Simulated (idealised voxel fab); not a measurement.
Title: Process Module voxel trench capacitor
Pictured: cross-section cut, 195 nm wide, on a grid of 5 nm square cells.
Just so we're on the same page, the cross-sections are grids of square cells, and they're listed out in bands top to bottom, each band one or more rows deep.
Heads up on the band format: heights come first, top then bottom, in nm. After that it's the materials left to right, each with its width in nm. A single material flagged "everywhere" fills the whole band edge to edge, and "air" means there's empty space there.
Ref level 0: as-received wafer is one material below here. Bottom band extends down with no lower bound ("z 0 and below").
It should be noted that a width expressed as "30..40" varies in equal increments from row to row of cells within the band, taking the value of the first number at the top row and that of the second number at the bottom row.
"remained unchanged" after a step means that no cell of the cross-section changed.
This entry, "Voids, fully enclosed", enumerates those empty regions of no fewer than 8 cells that possess no open connection to the top. Each region is reported in the form width x height at distance, the distance being taken from the left edge, with all three quantities expressed in nm.
That trailing text on a step's line, after the settings, is the simulator's own remark on the step.
Each step line may optionally specify "overlay nm", which for a step with a mask gives the rightward distance between the mask's planned place and where it lay, a negative value indicating the leftward direction.

-- The process steps that were planned are listed below
| 1 | RECEIVE (material Si) |
| 2 | CONFORMAL_DEP (material SiN; thk nm 5) |
| 3 | DIRECTIONAL_DEP (material aC; thk nm 15) |
| 4 | PATTERN (tone open; mask id TRENCH; material resist; width nm 25; pitch nm 55; thk nm 35; overlay nm 0) |
| 5 | DIRECTIONAL_ETCH (etch materials aC; depth nm 15) |
| 6 | STRIP (etch materials resist) |
| 7 | DIRECTIONAL_ETCH (etch materials SiN; depth nm 5) |
| 8 | DIRECTIONAL_ETCH (etch materials Si; depth nm 35) |
| 9 | STRIP (etch materials aC) |
| 10 | CONFORMAL_DEP (material SiO2; thk nm 5) |
| 11 | FILL_DEP (material polySi; thk nm 10) |
| 12 | CMP (height nm 5) |

-- What follows covers the first of two wafers; it ran as planned

-- Incoming wafer in cross-section (state: after step 1)
> z 0 and below: Si everywhere
> Voids, fully enclosed: none

-- Wafer after step 2 (cross-section)
> z 5 to 0: SiN everywhere
> Note: structure below 0 unchanged.

-- Wafer after step 3 (cross-section)
> z 20 to 5: aC everywhere
> Note: structure below 5 unchanged.

-- Wafer after step 4 (cross-section)
> z 55 to 20: resist=30, air=25, resist=30, air=25, resist=30, air=25, resist=30
> Note: structure below 20 unchanged.

-- Wafer after step 5 (cross-section)
> z 40 to 20: resist=30, air=25, resist=30, air=25, resist=30, air=25, resist=30
> z 20 to 5: aC=30, air=25, aC=30, air=25, aC=30, air=25, aC=30
> Note: structure below 5 unchanged.

-- Wafer after step 6 (cross-section)
> z 20 to 5: aC=30, air=25, aC=30, air=25, aC=30, air=25, aC=30
> Note: structure below 5 unchanged.

-- Wafer after step 7 (cross-section)
> z 20 to 5: aC=30, air=25, aC=30, air=25, aC=30, air=25, aC=30
> z 5 to 0: SiN=30, air=25, SiN=30, air=25, SiN=30, air=25, SiN=30
> Note: structure below 0 unchanged.

-- Wafer after step 8 (cross-section)
> z 20 to 5: aC=30, air=25, aC=30, air=25, aC=30, air=25, aC=30
> z 5 to 0: SiN=30, air=25, SiN=30, air=25, SiN=30, air=25, SiN=30
> z 0 to -35: Si=30, air=25, Si=30, air=25, Si=30, air=25, Si=30
> Note: structure below -35 unchanged.

-- Wafer after step 9 (cross-section)
> z 5 to 0: SiN=30, air=25, SiN=30, air=25, SiN=30, air=25, SiN=30
> Note: structure below 0 unchanged.

-- Wafer after step 10 (cross-section)
> z 10 to 5: SiO2=35, air=15, SiO2=40, air=15, SiO2=40, air=15, SiO2=35
> z 5 to 0: SiN=30, SiO2=5, air=15, SiO2=5, SiN=30, SiO2=5, air=15, SiO2=5, SiN=30, SiO2=5, air=15, SiO2=5, SiN=30
> z 0 to -30: Si=30, SiO2=5, air=15, SiO2=5, Si=30, SiO2=5, air=15, SiO2=5, Si=30, SiO2=5, air=15, SiO2=5, Si=30
> z -30 to -35: Si=30, SiO2=25, Si=30, SiO2=25, Si=30, SiO2=25, Si=30
> Note: structure below -35 unchanged.

-- Wafer after step 11 (cross-section)
> z 20 to 10: polySi everywhere
> z 10 to 5: SiO2=35, polySi=15, SiO2=40, polySi=15, SiO2=40, polySi=15, SiO2=35
> z 5 to 0: SiN=30, SiO2=5, polySi=15, SiO2=5, SiN=30, SiO2=5, polySi=15, SiO2=5, SiN=30, SiO2=5, polySi=15, SiO2=5, SiN=30
> z 0 to -30: Si=30, SiO2=5, polySi=15, SiO2=5, Si=30, SiO2=5, polySi=15, SiO2=5, Si=30, SiO2=5, polySi=15, SiO2=5, Si=30
> Note: structure below -30 unchanged.

-- Wafer after step 12 (cross-section)
> z 5 to 0: SiN=30, SiO2=5, polySi=15, SiO2=5, SiN=30, SiO2=5, polySi=15, SiO2=5, SiN=30, SiO2=5, polySi=15, SiO2=5, SiN=30
> Note: structure below 0 unchanged.

-- Wafer two of the pair: same origin, same plan, one error during the run; identical to wafer one up to and including step 3

-- Second wafer, sectioned view, at step 4's planned end time
> z 55 to 20: resist=35, air=25, resist=30, air=25, resist=30, air=25, resist=25
> Note: structure below 20 unchanged.

-- Second wafer, sectioned view, at step 5's planned end time
> z 40 to 20: resist=35, air=25, resist=30, air=25, resist=30, air=25, resist=25
> z 20 to 5: aC=35, air=25, aC=30, air=25, aC=30, air=25, aC=25
> Note: structure below 5 unchanged.

-- Second wafer, sectioned view, at step 6's planned end time
> z 20 to 5: aC=35, air=25, aC=30, air=25, aC=30, air=25, aC=25
> Note: structure below 5 unchanged.

-- Second wafer, sectioned view, at step 7's planned end time
> z 20 to 5: aC=35, air=25, aC=30, air=25, aC=30, air=25, aC=25
> z 5 to 0: SiN=35, air=25, SiN=30, air=25, SiN=30, air=25, SiN=25
> Note: structure below 0 unchanged.

-- Second wafer, sectioned view, at step 8's planned end time
> z 20 to 5: aC=35, air=25, aC=30, air=25, aC=30, air=25, aC=25
> z 5 to 0: SiN=35, air=25, SiN=30, air=25, SiN=30, air=25, SiN=25
> z 0 to -35: Si=35, air=25, Si=30, air=25, Si=30, air=25, Si=25
> Note: structure below -35 unchanged.

-- Second wafer, sectioned view, at step 9's planned end time
> z 5 to 0: SiN=35, air=25, SiN=30, air=25, SiN=30, air=25, SiN=25
> Note: structure below 0 unchanged.

-- Second wafer, sectioned view, at step 10's planned end time
> z 10 to 5: SiO2=40, air=15, SiO2=40, air=15, SiO2=40, air=15, SiO2=30
> z 5 to 0: SiN=35, SiO2=5, air=15, SiO2=5, SiN=30, SiO2=5, air=15, SiO2=5, SiN=30, SiO2=5, air=15, SiO2=5, SiN=25
> z 0 to -30: Si=35, SiO2=5, air=15, SiO2=5, Si=30, SiO2=5, air=15, SiO2=5, Si=30, SiO2=5, air=15, SiO2=5, Si=25
> z -30 to -35: Si=35, SiO2=25, Si=30, SiO2=25, Si=30, SiO2=25, Si=25
> Note: structure below -35 unchanged.

-- Second wafer, sectioned view, at step 11's planned end time
> z 20 to 10: polySi everywhere
> z 10 to 5: SiO2=40, polySi=15, SiO2=40, polySi=15, SiO2=40, polySi=15, SiO2=30
> z 5 to 0: SiN=35, SiO2=5, polySi=15, SiO2=5, SiN=30, SiO2=5, polySi=15, SiO2=5, SiN=30, SiO2=5, polySi=15, SiO2=5, SiN=25
> z 0 to -30: Si=35, SiO2=5, polySi=15, SiO2=5, Si=30, SiO2=5, polySi=15, SiO2=5, Si=30, SiO2=5, polySi=15, SiO2=5, Si=25
> Note: structure below -30 unchanged.

-- Second wafer, sectioned view, at step 12's planned end time
> z 5 to 0: SiN=35, SiO2=5, polySi=15, SiO2=5, SiN=30, SiO2=5, polySi=15, SiO2=5, SiN=30, SiO2=5, polySi=15, SiO2=5, SiN=25
> Note: structure below 0 unchanged.
The plan and the run diverged here: so step 4 ended up running with a different setting than we planned, it ran as PATTERN (tone open; mask id TRENCH; material resist; width nm 25; pitch nm 55; thk nm 35; overlay nm 5)
Same inventory, different map: at the end, the second wafer holds as many cells of each material as the first, placed elsewhere.
